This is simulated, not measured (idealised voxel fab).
process module | voxel trench capacitor
cross-section cut | 215 nm wide | cells 5 nm
A cross-section is a grid of square cells, given in bands from the top down. A band is one or more rows of cells.
Each band's line starts with the height of the band's top and of its bottom, in nm. Then come its materials from left to right, each with its width in nm. One material with "throughout" fills the band from edge to edge. "air" is empty space.
Height 0 is the level under which the wafer as received is all one material. The lowest band goes on downwards, as in "0 down".
A width such as "30 to 40" changes by the same amount from each row of cells to the next, from the band's top row to its bottom row.
"no change" after a step means that no cell of the cross-section changed.
closed voids: empty space of 8 cells or more with no open way to the top, each as width x height at its distance from the left edge, in nm
after a step's settings: what the simulator itself notes on the step
overlay nm, on a step with a mask: how far to the right of its planned place the mask lay; to the left if negative
plan
1 op RECEIVE | material Si
2 op CONFORMAL_DEP | material SiN | thk nm 10
3 op DIRECTIONAL_DEP | material aC | thk nm 15
4 op PATTERN | tone open | mask id TRENCH | material resist | width nm 30 | pitch nm 50 | thk nm 30 | overlay nm 0
5 op DIRECTIONAL_ETCH | etch materials aC | depth nm 15
6 op STRIP | etch materials resist
7 op DIRECTIONAL_ETCH | etch materials SiN | depth nm 10
8 op DIRECTIONAL_ETCH | etch materials Si | depth nm 35
9 op STRIP | etch materials aC
10 op CONFORMAL_DEP | material HfO2 | thk nm 5
11 op CONFORMAL_DEP | material TiN | thk nm 5
12 op FILL_DEP | material W | thk nm 10
13 op CMP | height nm 10
as received, after step 1
  0 down: Si throughout
  closed voids: none
a wafer at the end: this start, this plan, one mistake
  10 to 0: SiN 20 | HfO2 5 | TiN 5 | W 10 | TiN 5 | HfO2 5 | SiN 20 | HfO2 5 | TiN 5 | W 10 | TiN 5 | HfO2 5 | SiN 20 | HfO2 5 | TiN 5 | W 10 | TiN 5 | HfO2 5 | SiN 20 | HfO2 5 | TiN 5 | W 10 | TiN 5 | HfO2 5 | SiN 15
  0 to -25: Si 20 | HfO2 5 | TiN 5 | W 10 | TiN 5 | HfO2 5 | Si 20 | HfO2 5 | TiN 5 | W 10 | TiN 5 | HfO2 5 | Si 20 | HfO2 5 | TiN 5 | W 10 | TiN 5 | HfO2 5 | Si 20 | HfO2 5 | TiN 5 | W 10 | TiN 5 | HfO2 5 | Si 15
  -25 to -30: Si 20 | HfO2 5 | TiN 20 | HfO2 5 | Si 20 | HfO2 5 | TiN 20 | HfO2 5 | Si 20 | HfO2 5 | TiN 20 | HfO2 5 | Si 20 | HfO2 5 | TiN 20 | HfO2 5 | Si 15
  -30 to -35: Si 20 | HfO2 30 | Si 20 | HfO2 30 | Si 20 | HfO2 30 | Si 20 | HfO2 30 | Si 15
  -35 down: Si throughout
  closed voids: none
what went wrong: step 4 ran as: op PATTERN | tone open | mask id TRENCH | material resist | width nm 30 | pitch nm 50 | thk nm 30 | overlay nm 5
